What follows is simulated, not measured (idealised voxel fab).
process module | voxel air gaps
cross-section cut | 205 nm wide | cells 5 nm
A cross-section is a grid of square cells, given in bands from the top down. A band is one or more rows of cells.
Each band's line starts with the height of the band's top and of its bottom, in nm. Then come its materials from left to right, each with its width in nm. One material with "throughout" fills the band from edge to edge. "air" is empty space.
Height 0 is the level under which the wafer as received is all one material. The lowest band goes on downwards, as in "0 down".
A width such as "30 to 40" changes by the same amount from each row of cells to the next, from the band's top row to its bottom row.
"no change" after a step means that no cell of the cross-section changed.
closed voids: empty space of 8 cells or more with no open way to the top, each as width x height at its distance from the left edge, in nm
after a step's settings: what the simulator itself notes on the step
overlay nm, on a step with a mask: how far to the right of its planned place the mask lay; to the left if negative
plan
1 op RECEIVE | material Si
2 op CONFORMAL_DEP | material SiO2 | thk nm 10
3 op CONFORMAL_DEP | material SiN | thk nm 5
4 op DIRECTIONAL_DEP | material SiO2 | thk nm 40
5 op PATTERN | tone open | mask id LINES | material resist | width nm 15 | pitch nm 40 | thk nm 20 | overlay nm 0
6 op DIRECTIONAL_ETCH | etch materials SiO2 | depth nm 40
7 op STRIP | etch materials resist
8 op CONFORMAL_DEP | material TiN | thk nm 5
9 op FILL_DEP | material Cu | thk nm 5
10 op CMP | height nm 55
11 op EPI | material Ru | thk nm 10
12 op SELECTIVE_ETCH | etch materials SiO2 | depth nm 50
13 op CONFORMAL_DEP | material SiN | thk nm 5
first wafer, as planned
as received, after step 1
  0 down: Si throughout
  closed voids: none
after step 2
  10 to 0: SiO2 throughout
  below 0: unchanged
after step 3
  15 to 10: SiN throughout
  below 10: unchanged
after step 4
  55 to 15: SiO2 throughout
  below 15: unchanged
after step 5
  75 to 55: resist 55 | air 15 | resist 25 | air 15 | resist 25 | air 15 | resist 55
  below 55: unchanged
after step 6
  75 to 55: resist 55 | air 15 | resist 25 | air 15 | resist 25 | air 15 | resist 55
  55 to 15: SiO2 55 | air 15 | SiO2 25 | air 15 | SiO2 25 | air 15 | SiO2 55
  below 15: unchanged
after step 7
  55 to 15: SiO2 55 | air 15 | SiO2 25 | air 15 | SiO2 25 | air 15 | SiO2 55
  below 15: unchanged
after step 8
  60 to 55: TiN 60 | air 5 | TiN 35 | air 5 | TiN 35 | air 5 | TiN 60
  55 to 20: SiO2 55 | TiN 5 | air 5 | TiN 5 | SiO2 25 | TiN 5 | air 5 | TiN 5 | SiO2 25 | TiN 5 | air 5 | TiN 5 | SiO2 55
  20 to 15: SiO2 55 | TiN 15 | SiO2 25 | TiN 15 | SiO2 25 | TiN 15 | SiO2 55
  below 15: unchanged
after step 9
  65 to 60: Cu throughout
  60 to 55: TiN 60 | Cu 5 | TiN 35 | Cu 5 | TiN 35 | Cu 5 | TiN 60
  55 to 20: SiO2 55 | TiN 5 | Cu 5 | TiN 5 | SiO2 25 | TiN 5 | Cu 5 | TiN 5 | SiO2 25 | TiN 5 | Cu 5 | TiN 5 | SiO2 55
  below 20: unchanged
after step 10
  55 to 20: SiO2 55 | TiN 5 | Cu 5 | TiN 5 | SiO2 25 | TiN 5 | Cu 5 | TiN 5 | SiO2 25 | TiN 5 | Cu 5 | TiN 5 | SiO2 55
  below 20: unchanged
after step 11
  65 to 55: air 45 | Ru 35 | air 5 | Ru 35 | air 5 | Ru 35 | air 45
  below 55: unchanged
after step 12
  65 to 55: air 45 | Ru 35 | air 5 | Ru 35 | air 5 | Ru 35 | air 45
  55 to 20: air 55 | TiN 5 | Cu 5 | TiN 5 | air 25 | TiN 5 | Cu 5 | TiN 5 | air 25 | TiN 5 | Cu 5 | TiN 5 | air 55
  20 to 15: air 55 | TiN 15 | air 25 | TiN 15 | air 25 | TiN 15 | air 55
  below 15: unchanged
after step 13
  70 to 65: air 40 | SiN 125 | air 40
  65 to 55: air 40 | SiN 5 | Ru 35 | SiN 5 | Ru 35 | SiN 5 | Ru 35 | SiN 5 | air 40
  55 to 50: air 40 | SiN 15 | TiN 5 | Cu 5 | TiN 5 | SiN 25 | TiN 5 | Cu 5 | TiN 5 | SiN 25 | TiN 5 | Cu 5 | TiN 5 | SiN 15 | air 40
  50 to 20: air 50 | SiN 5 | TiN 5 | Cu 5 | TiN 5 | SiN 5 | air 15 | SiN 5 | TiN 5 | Cu 5 | TiN 5 | SiN 5 | air 15 | SiN 5 | TiN 5 | Cu 5 | TiN 5 | SiN 5 | air 50
  20 to 15: SiN 55 | TiN 15 | SiN 25 | TiN 15 | SiN 25 | TiN 15 | SiN 55
  below 15: unchanged
  closed voids: 15 x 30 at 75; 15 x 30 at 115
second wafer: like start, like plan, one mistake. Through step 4 it matches the first wafer
when step 5 should have ended
  75 to 55: resist 55 | air 20 | resist 20 | air 20 | resist 20 | air 20 | resist 50
  below 55: unchanged
when step 6 should have ended
  75 to 55: resist 55 | air 20 | resist 20 | air 20 | resist 20 | air 20 | resist 50
  55 to 15: SiO2 55 | air 20 | SiO2 20 | air 20 | SiO2 20 | air 20 | SiO2 50
  below 15: unchanged
when step 7 should have ended
  55 to 15: SiO2 55 | air 20 | SiO2 20 | air 20 | SiO2 20 | air 20 | SiO2 50
  below 15: unchanged
when step 8 should have ended
  60 to 55: TiN 60 | air 10 | TiN 30 | air 10 | TiN 30 | air 10 | TiN 55
  55 to 20: SiO2 55 | TiN 5 | air 10 | TiN 5 | SiO2 20 | TiN 5 | air 10 | TiN 5 | SiO2 20 | TiN 5 | air 10 | TiN 5 | SiO2 50
  20 to 15: SiO2 55 | TiN 20 | SiO2 20 | TiN 20 | SiO2 20 | TiN 20 | SiO2 50
  below 15: unchanged
when step 9 should have ended
  65 to 60: Cu throughout
  60 to 55: TiN 60 | Cu 10 | TiN 30 | Cu 10 | TiN 30 | Cu 10 | TiN 55
  55 to 20: SiO2 55 | TiN 5 | Cu 10 | TiN 5 | SiO2 20 | TiN 5 | Cu 10 | TiN 5 | SiO2 20 | TiN 5 | Cu 10 | TiN 5 | SiO2 50
  below 20: unchanged
when step 10 should have ended
  55 to 20: SiO2 55 | TiN 5 | Cu 10 | TiN 5 | SiO2 20 | TiN 5 | Cu 10 | TiN 5 | SiO2 20 | TiN 5 | Cu 10 | TiN 5 | SiO2 50
  below 20: unchanged
when step 11 should have ended
  65 to 55: air 45 | Ru 120 | air 40
  below 55: unchanged
when step 12 should have ended
  65 to 55: air 45 | Ru 120 | air 40
  55 to 20: air 55 | TiN 5 | Cu 10 | TiN 5 | SiO2 20 | TiN 5 | Cu 10 | TiN 5 | SiO2 20 | TiN 5 | Cu 10 | TiN 5 | air 50
  20 to 15: air 55 | TiN 20 | SiO2 20 | TiN 20 | SiO2 20 | TiN 20 | air 50
  below 15: unchanged
when step 13 should have ended
  70 to 65: air 40 | SiN 130 | air 35
  65 to 55: air 40 | SiN 5 | Ru 120 | SiN 5 | air 35
  55 to 50: air 40 | SiN 15 | TiN 5 | Cu 10 | TiN 5 | SiO2 20 | TiN 5 | Cu 10 | TiN 5 | SiO2 20 | TiN 5 | Cu 10 | TiN 5 | SiN 15 | air 35
  50 to 20: air 50 | SiN 5 | TiN 5 | Cu 10 | TiN 5 | SiO2 20 | TiN 5 | Cu 10 | TiN 5 | SiO2 20 | TiN 5 | Cu 10 | TiN 5 | SiN 5 | air 45
  20 to 15: SiN 55 | TiN 20 | SiO2 20 | TiN 20 | SiO2 20 | TiN 20 | SiN 50
  below 15: unchanged
what went wrong: step 5 ran as: op PATTERN | tone open | mask id LINES | material resist | width nm 20 | pitch nm 40 | thk nm 20 | overlay nm 0
at the end the second wafer has, in cells: 21 more of Cu | 6 more of Ru | 48 fewer of SiN | 64 more of SiO2 | 3 more of TiN
closed voids at the end (first wafer, second wafer): 2, 0
